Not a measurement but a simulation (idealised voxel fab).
process module | voxel released beams
cross-section cut | 180 nm wide | cells 5 nm
A cross-section is a grid of square cells, given in bands from the top down. A band is one or more rows of cells.
Each band's line starts with the height of the band's top and of its bottom, in nm. Then come its materials from left to right, each with its width in nm. One material with "throughout" fills the band from edge to edge. "air" is empty space.
Height 0 is the level under which the wafer as received is all one material. The lowest band goes on downwards, as in "0 down".
A width such as "30 to 40" changes by the same amount from each row of cells to the next, from the band's top row to its bottom row.
"no change" after a step means that no cell of the cross-section changed.
closed voids: empty space of 8 cells or more with no open way to the top, each as width x height at its distance from the left edge, in nm
after a step's settings: what the simulator itself notes on the step
overlay nm, on a step with a mask: how far to the right of its planned place the mask lay; to the left if negative
plan
1 op RECEIVE | material Si
2 op CONFORMAL_DEP | material Al2O3 | thk nm 5
3 op DIRECTIONAL_DEP | material SiO2 | thk nm 15
4 op DIRECTIONAL_DEP | material aC | thk nm 15
5 op PATTERN | tone open | mask id ANCHOR | material resist | width nm 30 | thk nm 35 | overlay nm 0
6 op DIRECTIONAL_ETCH | etch materials aC | depth nm 15
7 op STRIP | etch materials resist
8 op DIRECTIONAL_ETCH | etch materials SiO2 | depth nm 15
9 op STRIP | etch materials aC
10 op CONFORMAL_DEP | material polySi | thk nm 10
11 op MASKED_ETCH | tone cover | mask id BEAM | width nm 80 | etch materials polySi | depth nm 10 | overlay nm 0
12 op STRIP | etch materials SiO2
as received, after step 1
  0 down: Si throughout
  closed voids: none
a wafer at the end: this start, this plan, one mistake
  0 down: Si throughout
  closed voids: none
what went wrong: step 2 ran as: op CONFORMAL_DEP | material SiO2 | thk nm 5
